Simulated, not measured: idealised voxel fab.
Title: Process Module voxel lift off
For reference, the cross-section in this document is cut, with width 190 nm and square cells of 5 nm.
Think of the cross-section as a grid of square cells. We describe it in bands, top to bottom, and each band covers one or more rows of those cells.
Read a band's entry like this: the first values are the height of its top and the height of its bottom in nm, and what follows is the sequence of materials from left to right, each with its width in nm. Note that "air" is empty space, and that a single material marked "throughout" reaches across the band from edge to edge.
A quick word on heights: they are counted from 0, and under that level the wafer as it came to us is one material throughout. The lowest band is different from the rest in having no bottom; it simply continues downward, written as in "0 and below".
The width entry "30..40" should be interpreted row by row: the top row of cells in the band takes the first number, the bottom row takes the second number, and the change between adjacent rows is uniform throughout.
Given "nothing changed" for a step, no cell of the cross-section differs between before and after that step.
You'll see "Unvented cavities" listing empty spaces that have no way open to the top, as long as they're 8 cells or more; the notation is width x height at distance, where the distance is from the left edge, and all of it is in nm.
Whatever follows a step's settings on its line is a remark the simulator itself makes about that step.
overlay nm: for a step with a mask, the amount by which the mask lay right of where it was planned; a negative amount means left of it.
### Planned process steps
1. RECEIVE, material Si
2. CONFORMAL_DEP, material Al2O3, thk nm 5
3. PATTERN, tone open, mask id LINES, material resist, width nm 30, pitch nm 55, thk nm 20, overlay nm 0
4. DIRECTIONAL_DEP, material Ru, thk nm 10
5. STRIP, etch materials resist
6. CONFORMAL_DEP, material SiCN, thk nm 5
### Incoming wafer in cross-section (state: after step 1)
	0 and below  Si throughout
	Unvented cavities: none
### Cross-sectional image of the first of two wafers at the end of the module, the run having proceeded as planned
	20 down to 15  45 of air | 40 of SiCN | 15 of air | 40 of SiCN | 50 of air
	15 down to 10  45 of air | 5 of SiCN | 30 of Ru | 5 of SiCN | 15 of air | 5 of SiCN | 30 of Ru | 5 of SiCN | 50 of air
	10 down to 5  50 of SiCN | 30 of Ru | 25 of SiCN | 30 of Ru | 55 of SiCN
	5 down to 0  Al2O3 throughout
	0 and below  Si throughout
	Unvented cavities: none
### Here is the second of the two wafers cut open at the end of the module - same start, same plan as the first one, but we made one mistake running it
	15 down to 5  50 of air | 30 of Ru | 25 of air | 30 of Ru | 55 of air
	5 down to 0  Al2O3 throughout
	0 and below  Si throughout
	Unvented cavities: none
What was done differently from what was planned? with respect to the plan, step 6 was omitted and not executed
Cell-count delta at end, second wafer over first, by material: 46 fewer of SiCN
